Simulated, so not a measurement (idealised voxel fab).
process module | voxel transistor to metal
It is cross-section cut that appears here, measuring 190 nm in width, its square cells being 5 nm in size.
Cross-section layout: square cells on a grid; listed as bands, top to bottom; a band spans one or more cell rows. Per band: top height and bottom height in nm, followed by the left-to-right materials and their widths in nm; "everywhere" marks a single material spanning edge to edge, "empty" marks empty space. The level at which height equals 0 is the one under which the wafer, as it arrives, is entirely one material. No lower edge exists for the bottom band, which continues downward and is notated as in "top 0, no bottom". You'd read "30 to 40" like this: the band's top row of cells is as wide as the first number, its bottom row is as wide as the second, and going down, every row changes width by the same amount as the row before did. "nothing was modified" (step): cross-section cells unchanged, all of them. "Closed void roster" - sealed voids, min. 8 cells, no opening to top; format: width x height at distance (distance from left edge; nm throughout). Text after the settings on a step's line: the simulator's own remark on that step. A step line may carry the setting "overlay nm", which, for steps involving a mask, states the distance by which the mask lay to the right of its intended position; negative values denote displacement to the left.
Listed below are the process steps as planned
1) RECEIVE, material Si
2) OXIDIZE, depth nm 5
3) CONFORMAL_DEP, material SiN, thk nm 10
4) MASKED_ETCH, tone cover, mask id ACTIVE, width nm 125, etch materials SiN, depth nm 10, overlay nm 0
5) MASKED_ETCH, tone cover, mask id ACTIVE, width nm 125, etch materials SiO2, depth nm 5, overlay nm 0
6) MASKED_ETCH, tone cover, mask id ACTIVE, width nm 125, etch materials Si, depth nm 20, overlay nm 0
7) OXIDIZE, depth nm 5
8) FILL_DEP, material SiO2, thk nm 5
9) CMP, height nm 10
10) SELECTIVE_ETCH, etch materials SiO2, depth nm 5
11) STRIP, etch materials SiN
12) SELECTIVE_ETCH, etch materials SiO2, depth nm 5
13) OXIDIZE, depth nm 5
14) DIRECTIONAL_DEP, material polySi, thk nm 30
15) DIRECTIONAL_DEP, material SiCN, thk nm 10
16) MASKED_ETCH, tone cover, mask id GATE, width nm 35, etch materials SiCN, depth nm 20, overlay nm 0
17) MASKED_ETCH, tone cover, mask id GATE, width nm 35, etch materials polySi, depth nm 40, overlay nm 0
18) CONFORMAL_DEP, material SiN, thk nm 5
19) DIRECTIONAL_ETCH, etch materials SiN, depth nm 5
20) DIRECTIONAL_ETCH, etch materials SiO2, depth nm 5
21) EPI, material pSi, thk nm 5
22) FILL_DEP, material SiO2, thk nm 10
23) CMP, height nm 25
24) STRIP, etch materials polySi
25) SELECTIVE_ETCH, etch materials SiO2, depth nm 5
26) CONFORMAL_DEP, material HfO2, thk nm 5
27) CONFORMAL_DEP, material TiN, thk nm 5
28) FILL_DEP, material W, thk nm 5
29) CMP, height nm 20
30) DIRECTIONAL_DEP, material SiO2, thk nm 10
31) MASKED_ETCH, tone open, mask id CONTACT, width nm 20, pitch nm 85, etch materials SiO2, depth nm 35, overlay nm 0
32) CONFORMAL_DEP, material TiN, thk nm 5
33) FILL_DEP, material Ru, thk nm 5
34) CMP, height nm 30
35) CONFORMAL_DEP, material SiCN, thk nm 5
36) DIRECTIONAL_DEP, material SiO2, thk nm 25
37) PATTERN, tone open, mask id METAL_1, material resist, width nm 20, pitch nm 85, thk nm 15, overlay nm 0
38) DIRECTIONAL_ETCH, etch materials SiO2, depth nm 25
39) DIRECTIONAL_ETCH, etch materials SiCN, depth nm 5
40) STRIP, etch materials resist
41) CONFORMAL_DEP, material TiN, thk nm 5
42) FILL_DEP, material Cu, thk nm 5
43) CMP, height nm 60
44) EPI, material Ru, thk nm 5
45) FILL_DEP, material SiCN, thk nm 5
46) DIRECTIONAL_DEP, material lowk, thk nm 30
47) PATTERN, tone open, mask id METAL_2_HOLES, material resist, width nm 15, pitch nm 85, thk nm 15, overlay nm 0
48) DIRECTIONAL_ETCH, etch materials lowk, depth nm 30
49) STRIP, etch materials resist
50) PATTERN, tone open, mask id METAL_2, material resist, width nm 20, pitch nm 85, thk nm 15, overlay nm 0
51) DIRECTIONAL_ETCH, etch materials lowk, depth nm 20
52) DIRECTIONAL_ETCH, etch materials SiCN, depth nm 5
53) STRIP, etch materials resist
54) CONFORMAL_DEP, material TiN, thk nm 5
55) FILL_DEP, material Cu, thk nm 5
56) CMP, height nm 100
57) CONFORMAL_DEP, material SiN, thk nm 5
First wafer, two in total, run as planned
Shown in cross-section is the wafer as received, that is, as it stands after step 1
* top 0, no bottom = Si everywhere
* Closed void roster: none
Take a look at the wafer's cross-section after step 2
* top 0, bottom -5 = SiO2 everywhere
* Below -5, the layers are the same as they were.
Take a look at the wafer's cross-section after step 3
* top 10, bottom 0 = SiN everywhere
* Below 0, the layers are the same as they were.
Take a look at the wafer's cross-section after step 4
* top 10, bottom 0 = empty=30, then SiN=125, then empty=35
* Below 0, the layers are the same as they were.
Take a look at the wafer's cross-section after step 5
* top 10, bottom 0 = empty=30, then SiN=125, then empty=35
* top 0, bottom -5 = empty=30, then SiO2=125, then empty=35
* Below -5, the layers are the same as they were.
Take a look at the wafer's cross-section after step 6
* top 10, bottom 0 = empty=30, then SiN=125, then empty=35
* top 0, bottom -5 = empty=30, then SiO2=125, then empty=35
* top -5, bottom -25 = empty=30, then Si=125, then empty=35
* Below -25, the layers are the same as they were.
Take a look at the wafer's cross-section after step 7
* top 10, bottom 0 = empty=30, then SiN=125, then empty=35
* top 0, bottom -5 = empty=30, then SiO2=125, then empty=35
* top -5, bottom -25 = empty=30, then SiO2=5, then Si=115, then SiO2=5, then empty=35
* top -25, bottom -30 = SiO2=35, then Si=115, then SiO2=40
* Below -30, the layers are the same as they were.
Take a look at the wafer's cross-section after step 8
* top 15, bottom 10 = SiO2 everywhere
* top 10, bottom 0 = SiO2=30, then SiN=125, then SiO2=35
* top 0, bottom -5 = SiO2 everywhere
* top -5, bottom -30 = SiO2=35, then Si=115, then SiO2=40
* Below -30, the layers are the same as they were.
Take a look at the wafer's cross-section after step 9
* top 10, bottom 0 = SiO2=30, then SiN=125, then SiO2=35
* Below 0, the layers are the same as they were.
Take a look at the wafer's cross-section after step 10
* top 10, bottom 5 = empty=30, then SiN=125, then empty=35
* Below 5, the layers are the same as they were.
Take a look at the wafer's cross-section after step 11
* top 5, bottom 0 = SiO2=30, then empty=125, then SiO2=35
* Below 0, the layers are the same as they were.
Take a look at the wafer's cross-section after step 12
* top 0, bottom -5 = SiO2=25, then empty=135, then SiO2=30
* Below -5, the layers are the same as they were.
Take a look at the wafer's cross-section after step 13
* top 0, bottom -5 = SiO2=25, then empty=135, then SiO2=30
* top -5, bottom -10 = SiO2 everywhere
* Below -10, the layers are the same as they were.
Take a look at the wafer's cross-section after step 14
* top 30, bottom 25 = polySi=25, then empty=135, then polySi=30
* top 25, bottom 0 = polySi everywhere
* top 0, bottom -5 = SiO2=25, then polySi=135, then SiO2=30
* Below -5, the layers are the same as they were.
Take a look at the wafer's cross-section after step 15
* top 40, bottom 35 = SiCN=25, then empty=135, then SiCN=30
* top 35, bottom 30 = SiCN everywhere
* top 30, bottom 25 = polySi=25, then SiCN=135, then polySi=30
* Below 25, the layers are the same as they were.
Take a look at the wafer's cross-section after step 16
* top 35, bottom 30 = empty=75, then SiCN=35, then empty=80
* top 30, bottom 25 = polySi=25, then empty=50, then SiCN=35, then empty=50, then polySi=30
* Below 25, the layers are the same as they were.
Take a look at the wafer's cross-section after step 17
* top 35, bottom 25 = empty=75, then SiCN=35, then empty=80
* top 25, bottom 0 = empty=75, then polySi=35, then empty=80
* top 0, bottom -5 = SiO2=25, then empty=50, then polySi=35, then empty=50, then SiO2=30
* Below -5, the layers are the same as they were.
Take a look at the wafer's cross-section after step 18
* top 40, bottom 35 = empty=70, then SiN=45, then empty=75
* top 35, bottom 25 = empty=70, then SiN=5, then SiCN=35, then SiN=5, then empty=75
* top 25, bottom 5 = empty=70, then SiN=5, then polySi=35, then SiN=5, then empty=75
* top 5, bottom 0 = SiN=30, then empty=40, then SiN=5, then polySi=35, then SiN=5, then empty=40, then SiN=35
* top 0, bottom -5 = SiO2=25, then SiN=50, then polySi=35, then SiN=50, then SiO2=30
* Below -5, the layers are the same as they were.
Take a look at the wafer's cross-section after step 19
* top 35, bottom 25 = empty=70, then SiN=5, then SiCN=35, then SiN=5, then empty=75
* top 25, bottom 0 = empty=70, then SiN=5, then polySi=35, then SiN=5, then empty=75
* top 0, bottom -5 = SiO2=25, then SiN=5, then empty=40, then SiN=5, then polySi=35, then SiN=5, then empty=40, then SiN=5, then SiO2=30
* Below -5, the layers are the same as they were.
Take a look at the wafer's cross-section after step 20
* top 35, bottom 25 = empty=70, then SiN=5, then SiCN=35, then SiN=5, then empty=75
* top 25, bottom 0 = empty=70, then SiN=5, then polySi=35, then SiN=5, then empty=75
* top 0, bottom -5 = empty=25, then SiN=5, then empty=40, then SiN=5, then polySi=35, then SiN=5, then empty=40, then SiN=5, then empty=30
* top -5, bottom -10 = SiO2=30, then empty=40, then SiO2=45, then empty=40, then SiO2=35
* Below -10, the layers are the same as they were.
Take a look at the wafer's cross-section after step 21
* top 35, bottom 25 = empty=70, then SiN=5, then SiCN=35, then SiN=5, then empty=75
* top 25, bottom 0 = empty=70, then SiN=5, then polySi=35, then SiN=5, then empty=75
* top 0, bottom -5 = empty=25, then SiN=5, then empty=40, then SiN=5, then polySi=35, then SiN=5, then empty=40, then SiN=5, then empty=30
* top -5, bottom -10 = SiO2=30, then pSi=40, then SiO2=45, then pSi=40, then SiO2=35
* Below -10, the layers are the same as they were.
Take a look at the wafer's cross-section after step 22
* top 45, bottom 35 = SiO2 everywhere
* top 35, bottom 25 = SiO2=70, then SiN=5, then SiCN=35, then SiN=5, then SiO2=75
* top 25, bottom 0 = SiO2=70, then SiN=5, then polySi=35, then SiN=5, then SiO2=75
* top 0, bottom -5 = SiO2=25, then SiN=5, then SiO2=40, then SiN=5, then polySi=35, then SiN=5, then SiO2=40, then SiN=5, then SiO2=30
* Below -5, the layers are the same as they were.
Take a look at the wafer's cross-section after step 23
* top 25, bottom 0 = SiO2=70, then SiN=5, then polySi=35, then SiN=5, then SiO2=75
* Below 0, the layers are the same as they were.
Take a look at the wafer's cross-section after step 24
* top 25, bottom 0 = SiO2=70, then SiN=5, then empty=35, then SiN=5, then SiO2=75
* top 0, bottom -5 = SiO2=25, then SiN=5, then SiO2=40, then SiN=5, then empty=35, then SiN=5, then SiO2=40, then SiN=5, then SiO2=30
* Below -5, the layers are the same as they were.
Take a look at the wafer's cross-section after step 25
* top 25, bottom 20 = empty=70, then SiN=5, then empty=35, then SiN=5, then empty=75
* top 20, bottom 0 = SiO2=70, then SiN=5, then empty=35, then SiN=5, then SiO2=75
* top 0, bottom -5 = SiO2=25, then SiN=5, then SiO2=40, then SiN=5, then empty=35, then SiN=5, then SiO2=40, then SiN=5, then SiO2=30
* top -5, bottom -10 = SiO2=30, then pSi=40, then empty=45, then pSi=40, then SiO2=35
* Below -10, the layers are the same as they were.
Take a look at the wafer's cross-section after step 26
* top 30, bottom 25 = empty=65, then HfO2=15, then empty=25, then HfO2=15, then empty=70
* top 25, bottom 20 = HfO2=70, then SiN=5, then HfO2=5, then empty=25, then HfO2=5, then SiN=5, then HfO2=75
* top 20, bottom 0 = SiO2=70, then SiN=5, then HfO2=5, then empty=25, then HfO2=5, then SiN=5, then SiO2=75
* top 0, bottom -5 = SiO2=25, then SiN=5, then SiO2=40, then SiN=5, then HfO2=5, then empty=25, then HfO2=5, then SiN=5, then SiO2=40, then SiN=5, then SiO2=30
* top -5, bottom -10 = SiO2=30, then pSi=40, then HfO2=45, then pSi=40, then SiO2=35
* Below -10, the layers are the same as they were.
Take a look at the wafer's cross-section after step 27
* top 35, bottom 30 = empty=60, then TiN=25, then empty=15, then TiN=25, then empty=65
* top 30, bottom 25 = TiN=65, then HfO2=15, then TiN=5, then empty=15, then TiN=5, then HfO2=15, then TiN=70
* top 25, bottom 20 = HfO2=70, then SiN=5, then HfO2=5, then TiN=5, then empty=15, then TiN=5, then HfO2=5, then SiN=5, then HfO2=75
* top 20, bottom 0 = SiO2=70, then SiN=5, then HfO2=5, then TiN=5, then empty=15, then TiN=5, then HfO2=5, then SiN=5, then SiO2=75
* top 0, bottom -5 = SiO2=25, then SiN=5, then SiO2=40, then SiN=5, then HfO2=5, then TiN=25, then HfO2=5, then SiN=5, then SiO2=40, then SiN=5, then SiO2=30
* Below -5, the layers are the same as they were.
Take a look at the wafer's cross-section after step 28
* top 40, bottom 35 = W everywhere
* top 35, bottom 30 = W=60, then TiN=25, then W=15, then TiN=25, then W=65
* top 30, bottom 25 = TiN=65, then HfO2=15, then TiN=5, then W=15, then TiN=5, then HfO2=15, then TiN=70
* top 25, bottom 20 = HfO2=70, then SiN=5, then HfO2=5, then TiN=5, then W=15, then TiN=5, then HfO2=5, then SiN=5, then HfO2=75
* top 20, bottom 0 = SiO2=70, then SiN=5, then HfO2=5, then TiN=5, then W=15, then TiN=5, then HfO2=5, then SiN=5, then SiO2=75
* Below 0, the layers are the same as they were.
Take a look at the wafer's cross-section after step 29
* top 20, bottom 0 = SiO2=70, then SiN=5, then HfO2=5, then TiN=5, then W=15, then TiN=5, then HfO2=5, then SiN=5, then SiO2=75
* Below 0, the layers are the same as they were.
Take a look at the wafer's cross-section after step 30
* top 30, bottom 20 = SiO2 everywhere
* Below 20, the layers are the same as they were.
Take a look at the wafer's cross-section after step 31
* top 30, bottom 20 = SiO2=40, then empty=20, then SiO2=65, then empty=20, then SiO2=45
* top 20, bottom 0 = SiO2=40, then empty=20, then SiO2=10, then SiN=5, then HfO2=5, then TiN=5, then W=15, then TiN=5, then HfO2=5, then SiN=5, then SiO2=10, then empty=20, then SiO2=45
* top 0, bottom -5 = SiO2=25, then SiN=5, then SiO2=10, then empty=20, then SiO2=10, then SiN=5, then HfO2=5, then TiN=25, then HfO2=5, then SiN=5, then SiO2=10, then empty=20, then SiO2=10, then SiN=5, then SiO2=30
* Below -5, the layers are the same as they were.
Take a look at the wafer's cross-section after step 32
* top 35, bottom 30 = TiN=45, then empty=10, then TiN=75, then empty=10, then TiN=50
* top 30, bottom 20 = SiO2=40, then TiN=5, then empty=10, then TiN=5, then SiO2=65, then TiN=5, then empty=10, then TiN=5, then SiO2=45
* top 20, bottom 0 = SiO2=40, then TiN=5, then empty=10, then TiN=5, then SiO2=10, then SiN=5, then HfO2=5, then TiN=5, then W=15, then TiN=5, then HfO2=5, then SiN=5, then SiO2=10, then TiN=5, then empty=10, then TiN=5, then SiO2=45
* top 0, bottom -5 = SiO2=25, then SiN=5, then SiO2=10, then TiN=20, then SiO2=10, then SiN=5, then HfO2=5, then TiN=25, then HfO2=5, then SiN=5, then SiO2=10, then TiN=20, then SiO2=10, then SiN=5, then SiO2=30
* Below -5, the layers are the same as they were.
Take a look at the wafer's cross-section after step 33
* top 40, bottom 35 = Ru everywhere
* top 35, bottom 30 = TiN=45, then Ru=10, then TiN=75, then Ru=10, then TiN=50
* top 30, bottom 20 = SiO2=40, then TiN=5, then Ru=10, then TiN=5, then SiO2=65, then TiN=5, then Ru=10, then TiN=5, then SiO2=45
* top 20, bottom 0 = SiO2=40, then TiN=5, then Ru=10, then TiN=5, then SiO2=10, then SiN=5, then HfO2=5, then TiN=5, then W=15, then TiN=5, then HfO2=5, then SiN=5, then SiO2=10, then TiN=5, then Ru=10, then TiN=5, then SiO2=45
* Below 0, the layers are the same as they were.
Take a look at the wafer's cross-section after step 34
* top 30, bottom 20 = SiO2=40, then TiN=5, then Ru=10, then TiN=5, then SiO2=65, then TiN=5, then Ru=10, then TiN=5, then SiO2=45
* Below 20, the layers are the same as they were.
Take a look at the wafer's cross-section after step 35
* top 35, bottom 30 = SiCN everywhere
* Below 30, the layers are the same as they were.
Take a look at the wafer's cross-section after step 36
* top 60, bottom 35 = SiO2 everywhere
* Below 35, the layers are the same as they were.
Take a look at the wafer's cross-section after step 37
* top 75, bottom 60 = resist=40, then empty=20, then resist=65, then empty=20, then resist=45
* Below 60, the layers are the same as they were.
Take a look at the wafer's cross-section after step 38
* top 75, bottom 60 = resist=40, then empty=20, then resist=65, then empty=20, then resist=45
* top 60, bottom 35 = SiO2=40, then empty=20, then SiO2=65, then empty=20, then SiO2=45
* Below 35, the layers are the same as they were.
Take a look at the wafer's cross-section after step 39
* top 75, bottom 60 = resist=40, then empty=20, then resist=65, then empty=20, then resist=45
* top 60, bottom 35 = SiO2=40, then empty=20, then SiO2=65, then empty=20, then SiO2=45
* top 35, bottom 30 = SiCN=40, then empty=20, then SiCN=65, then empty=20, then SiCN=45
* Below 30, the layers are the same as they were.
Take a look at the wafer's cross-section after step 40
* top 60, bottom 35 = SiO2=40, then empty=20, then SiO2=65, then empty=20, then SiO2=45
* Below 35, the layers are the same as they were.
Take a look at the wafer's cross-section after step 41
* top 65, bottom 60 = TiN=45, then empty=10, then TiN=75, then empty=10, then TiN=50
* top 60, bottom 35 = SiO2=40, then TiN=5, then empty=10, then TiN=5, then SiO2=65, then TiN=5, then empty=10, then TiN=5, then SiO2=45
* top 35, bottom 30 = SiCN=40, then TiN=20, then SiCN=65, then TiN=20, then SiCN=45
* Below 30, the layers are the same as they were.
Take a look at the wafer's cross-section after step 42
* top 70, bottom 65 = Cu everywhere
* top 65, bottom 60 = TiN=45, then Cu=10, then TiN=75, then Cu=10, then TiN=50
* top 60, bottom 35 = SiO2=40, then TiN=5, then Cu=10, then TiN=5, then SiO2=65, then TiN=5, then Cu=10, then TiN=5, then SiO2=45
* Below 35, the layers are the same as they were.
Take a look at the wafer's cross-section after step 43
* top 60, bottom 35 = SiO2=40, then TiN=5, then Cu=10, then TiN=5, then SiO2=65, then TiN=5, then Cu=10, then TiN=5, then SiO2=45
* Below 35, the layers are the same as they were.
Take a look at the wafer's cross-section after step 44
* top 65, bottom 60 = empty=35, then Ru=30, then empty=55, then Ru=30, then empty=40
* Below 60, the layers are the same as they were.
Take a look at the wafer's cross-section after step 45
* top 70, bottom 65 = SiCN everywhere
* top 65, bottom 60 = SiCN=35, then Ru=30, then SiCN=55, then Ru=30, then SiCN=40
* Below 60, the layers are the same as they were.
Take a look at the wafer's cross-section after step 46
* top 100, bottom 70 = lowk everywhere
* Below 70, the layers are the same as they were.
Take a look at the wafer's cross-section after step 47
* top 115, bottom 100 = resist=40, then empty=15, then resist=70, then empty=15, then resist=50
* Below 100, the layers are the same as they were.
Take a look at the wafer's cross-section after step 48
* top 115, bottom 100 = resist=40, then empty=15, then resist=70, then empty=15, then resist=50
* top 100, bottom 70 = lowk=40, then empty=15, then lowk=70, then empty=15, then lowk=50
* Below 70, the layers are the same as they were.
Take a look at the wafer's cross-section after step 49
* top 100, bottom 70 = lowk=40, then empty=15, then lowk=70, then empty=15, then lowk=50
* Below 70, the layers are the same as they were.
Take a look at the wafer's cross-section after step 50
* top 115, bottom 100 = resist=40, then empty=20, then resist=65, then empty=20, then resist=45
* Below 100, the layers are the same as they were.
Take a look at the wafer's cross-section after step 51
* top 115, bottom 100 = resist=40, then empty=20, then resist=65, then empty=20, then resist=45
* top 100, bottom 80 = lowk=40, then empty=20, then lowk=65, then empty=20, then lowk=45
* Below 80, the layers are the same as they were.
Take a look at the wafer's cross-section after step 52
* top 115, bottom 100 = resist=40, then empty=20, then resist=65, then empty=20, then resist=45
* top 100, bottom 80 = lowk=40, then empty=20, then lowk=65, then empty=20, then lowk=45
* top 80, bottom 70 = lowk=40, then empty=15, then lowk=70, then empty=15, then lowk=50
* top 70, bottom 65 = SiCN=40, then empty=15, then SiCN=70, then empty=15, then SiCN=50
* Below 65, the layers are the same as they were.
Take a look at the wafer's cross-section after step 53
* top 100, bottom 80 = lowk=40, then empty=20, then lowk=65, then empty=20, then lowk=45
* Below 80, the layers are the same as they were.
Take a look at the wafer's cross-section after step 54
* top 105, bottom 100 = TiN=45, then empty=10, then TiN=75, then empty=10, then TiN=50
* top 100, bottom 85 = lowk=40, then TiN=5, then empty=10, then TiN=5, then lowk=65, then TiN=5, then empty=10, then TiN=5, then lowk=45
* top 85, bottom 80 = lowk=40, then TiN=5, then empty=5, then TiN=10, then lowk=65, then TiN=5, then empty=5, then TiN=10, then lowk=45
* top 80, bottom 70 = lowk=40, then TiN=5, then empty=5, then TiN=5, then lowk=70, then TiN=5, then empty=5, then TiN=5, then lowk=50
* top 70, bottom 65 = SiCN=40, then TiN=15, then SiCN=70, then TiN=15, then SiCN=50
* Below 65, the layers are the same as they were.
Take a look at the wafer's cross-section after step 55
* top 110, bottom 105 = Cu everywhere
* top 105, bottom 100 = TiN=45, then Cu=10, then TiN=75, then Cu=10, then TiN=50
* top 100, bottom 85 = lowk=40, then TiN=5, then Cu=10, then TiN=5, then lowk=65, then TiN=5, then Cu=10, then TiN=5, then lowk=45
* top 85, bottom 80 = lowk=40, then TiN=5, then Cu=5, then TiN=10, then lowk=65, then TiN=5, then Cu=5, then TiN=10, then lowk=45
* top 80, bottom 70 = lowk=40, then TiN=5, then Cu=5, then TiN=5, then lowk=70, then TiN=5, then Cu=5, then TiN=5, then lowk=50
* Below 70, the layers are the same as they were.
Take a look at the wafer's cross-section after step 56
* top 100, bottom 85 = lowk=40, then TiN=5, then Cu=10, then TiN=5, then lowk=65, then TiN=5, then Cu=10, then TiN=5, then lowk=45
* Below 85, the layers are the same as they were.
Take a look at the wafer's cross-section after step 57
* top 105, bottom 100 = SiN everywhere
* Below 100, the layers are the same as they were.
Companion wafer, the second of two: same beginning, same intended sequence, one mistake in carrying it out; through step 49 inclusive it tracks the first exactly
Second wafer shown in cross-section at the time step 50 was slated to end
* top 115, bottom 100 = empty=40, then resist=20, then empty=65, then resist=20, then empty=45
* top 100, bottom 70 = lowk=40, then resist=15, then lowk=70, then resist=15, then lowk=50
* Below 70, the layers are the same as they were.
Second wafer shown in cross-section at the time step 51 was slated to end
* top 115, bottom 100 = empty=40, then resist=20, then empty=65, then resist=20, then empty=45
* top 100, bottom 80 = empty=40, then resist=15, then lowk=5, then empty=65, then resist=15, then lowk=5, then empty=45
* Below 80, the layers are the same as they were.
Second wafer shown in cross-section at the time step 52 was slated to end: nothing was modified
Second wafer shown in cross-section at the time step 53 was slated to end
* top 100, bottom 80 = empty=55, then lowk=5, then empty=80, then lowk=5, then empty=45
* top 80, bottom 70 = lowk=40, then empty=15, then lowk=70, then empty=15, then lowk=50
* Below 70, the layers are the same as they were.
Second wafer shown in cross-section at the time step 54 was slated to end
* top 105, bottom 100 = empty=50, then TiN=15, then empty=70, then TiN=15, then empty=40
* top 100, bottom 85 = empty=50, then TiN=5, then lowk=5, then TiN=5, then empty=70, then TiN=5, then lowk=5, then TiN=5, then empty=40
* top 85, bottom 80 = TiN=45, then empty=5, then TiN=5, then lowk=5, then TiN=70, then empty=5, then TiN=5, then lowk=5, then TiN=45
* top 80, bottom 75 = lowk=40, then TiN=5, then empty=5, then TiN=5, then lowk=70, then TiN=5, then empty=5, then TiN=5, then lowk=50
* top 75, bottom 70 = lowk=40, then TiN=15, then lowk=70, then TiN=15, then lowk=50
* Below 70, the layers are the same as they were.
Second wafer shown in cross-section at the time step 55 was slated to end
* top 110, bottom 105 = Cu everywhere
* top 105, bottom 100 = Cu=50, then TiN=15, then Cu=70, then TiN=15, then Cu=40
* top 100, bottom 85 = Cu=50, then TiN=5, then lowk=5, then TiN=5, then Cu=70, then TiN=5, then lowk=5, then TiN=5, then Cu=40
* top 85, bottom 80 = TiN=45, then Cu=5, then TiN=5, then lowk=5, then TiN=70, then Cu=5, then TiN=5, then lowk=5, then TiN=45
* top 80, bottom 75 = lowk=40, then TiN=5, then Cu=5, then TiN=5, then lowk=70, then TiN=5, then Cu=5, then TiN=5, then lowk=50
* Below 75, the layers are the same as they were.
Second wafer shown in cross-section at the time step 56 was slated to end
* top 100, bottom 85 = Cu=50, then TiN=5, then lowk=5, then TiN=5, then Cu=70, then TiN=5, then lowk=5, then TiN=5, then Cu=40
* Below 85, the layers are the same as they were.
Second wafer shown in cross-section at the time step 57 was slated to end
* top 105, bottom 100 = SiN everywhere
* Below 100, the layers are the same as they were.
What was the processing mistake? step 50: run off-plan, actual operation and settings PATTERN, tone cover, mask id METAL_2, material resist, width nm 20, pitch nm 85, thk nm 15, overlay nm 0
Final cells, second wafer relative to first, materials higher or lower: Cu: 82 more | SiCN: 6 more | TiN: 24 more | lowk: 112 fewer
